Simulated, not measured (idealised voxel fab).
A process module follows: voxel plated lines.
cross-section cut | 225 nm wide | cells 5 nm
Think of the cross-section as a grid of square cells. We describe it in bands, top to bottom, and each band covers one or more rows of those cells.
A band entry consists of two parts. The first gives the height of the band's top and the height of its bottom, in nm. The rest lists the band's materials from left to right, each with its width in nm. A single material labelled with the word "all across" fills the band from edge to edge, and the word "air" marks empty space.
Heights are measured from 0, the level below which the as-received wafer is all one material; the lowest band has no bottom and continues downward, written as in "0 down".
The width entry "30..40" should be interpreted row by row: the top row of cells in the band takes the first number, the bottom row takes the second number, and the change between adjacent rows is uniform throughout.
"remained the same" means the step left every cell of the cross-section as it was.
Listed in "Cavities, closed": every empty space of 8 or more cells without an open way to the top. Form: width x height at distance, the distance being from the left edge, all in nm.
Where a step's line continues beyond its settings, the continuation is a remark by the simulator itself on that step.
The setting "overlay nm" may be written on the line of a step. When the step uses a mask, the value reports how far to the right of the planned place the mask lay, and a negative value reports that it lay to the left.
# These are the steps we planned for the process
1 RECEIVE | material Si
2 CONFORMAL_DEP | material SiO2 | thk nm 5
3 DIRECTIONAL_DEP | material TiN | thk nm 5
4 PATTERN | tone open | mask id LINES | material resist | width nm 30 | pitch nm 45 | thk nm 30 | overlay nm 0
5 EPI | material Ru | thk nm 10
6 EPI | material Ru | thk nm 10
7 STRIP | etch materials resist
8 DIRECTIONAL_ETCH | etch materials TiN | depth nm 5
9 CONFORMAL_DEP | material SiN | thk nm 5
Quick note for whoever runs this: the wafers start identical, but the thk nm at step 9 isn't the same across them. The plan just shows what the first wafer had.
# Received condition of the first of several wafers, sectioned: post-step 1
	0 down | Si all across
	Cavities, closed: none
# Here is how to read the rows: every wafer has a row, and it shows the wafer at the end of the module, giving for each material how many cells were gained (+) or lost (-) since the wafer was received, then listing its closed voids
thk nm 5, +72 Ru, +75 SiN, +45 SiO2, +18 TiN, Cavities, closed: none
thk nm 10, +72 Ru, +140 SiN, +45 SiO2, +18 TiN, Cavities, closed: none
thk nm 15, +72 Ru, +195 SiN, +45 SiO2, +18 TiN, Cavities, closed: none
thk nm 20, +72 Ru, +250 SiN, +45 SiO2, +18 TiN, Cavities, closed: none
thk nm 25, +72 Ru, +305 SiN, +45 SiO2, +18 TiN, Cavities, closed: none
